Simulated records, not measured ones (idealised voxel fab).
process module | voxel ribs on slabs
Cross-section cut spans 140 nm and uses square cells 5 nm in size.
This document writes a cross-section as a grid whose cells are square, and gives it as bands, listed from the top down; one or more rows of cells form a band.
Heights first: top, then bottom, in nm. Then materials, left to right, each with a width in nm. "full width" on a single material: fills the band edge to edge. "blank": empty space.
Height reference: 0 = level under which incoming wafer is all one material. Lowest band: no bottom, runs on downward, e.g. "0 down".
The width entry "30..40" should be interpreted row by row: the top row of cells in the band takes the first number, the bottom row takes the second number, and the change between adjacent rows is uniform throughout.
Given "no change occurred" for a step, no cell of the cross-section differs between before and after that step.
If an empty space has no open way to the top and is at least 8 cells in size, "Voids, fully enclosed" lists it, written width x height at distance, where distance is measured from the left edge and every value is in nm.
What comes after the settings on a step's line is commentary from the simulator itself on that step.
overlay nm: right-of-plan distance of the mask on a masked step; negative values mean left-of-plan.
These are the steps we planned for the process
- 1: op RECEIVE | material Si
- 2: op DIRECTIONAL_DEP | material SiO2 | thk nm 25
- 3: op DIRECTIONAL_DEP | material polySi | thk nm 25
- 4: op MASKED_ETCH | tone cover | mask id RIB | width nm 25 | etch materials polySi | depth nm 20 | overlay nm 0
- 5: op MASKED_ETCH | tone cover | mask id SLAB | width nm 85 | etch materials polySi | depth nm 5 | overlay nm 0
- 6: op FILL_DEP | material SiO2 | thk nm 15
- 7: op CMP | height nm 60
- 8: op DIRECTIONAL_DEP | material TiN | thk nm 10
- 9: op MASKED_ETCH | tone cover | mask id HEATER | width nm 35 | etch materials TiN | depth nm 10 | overlay nm 0
- 10: op CONFORMAL_DEP | material SiO2 | thk nm 5
The plan's step 10 thk nm is the first wafer's value; the wafers differ in this setting and start identical.
As-received cross-section, first of several wafers, post step 1
    0 down: Si full width
    Voids, fully enclosed: none
End of module, by wafer: material-by-material cell gain (+) or loss (-) since receipt, then closed voids
thk nm 5; +331 SiO2; +14 TiN; +37 polySi; Voids, fully enclosed: none
thk nm 10; +363 SiO2; +14 TiN; +37 polySi; Voids, fully enclosed: none
thk nm 15; +395 SiO2; +14 TiN; +37 polySi; Voids, fully enclosed: none
thk nm 20; +427 SiO2; +14 TiN; +37 polySi; Voids, fully enclosed: none
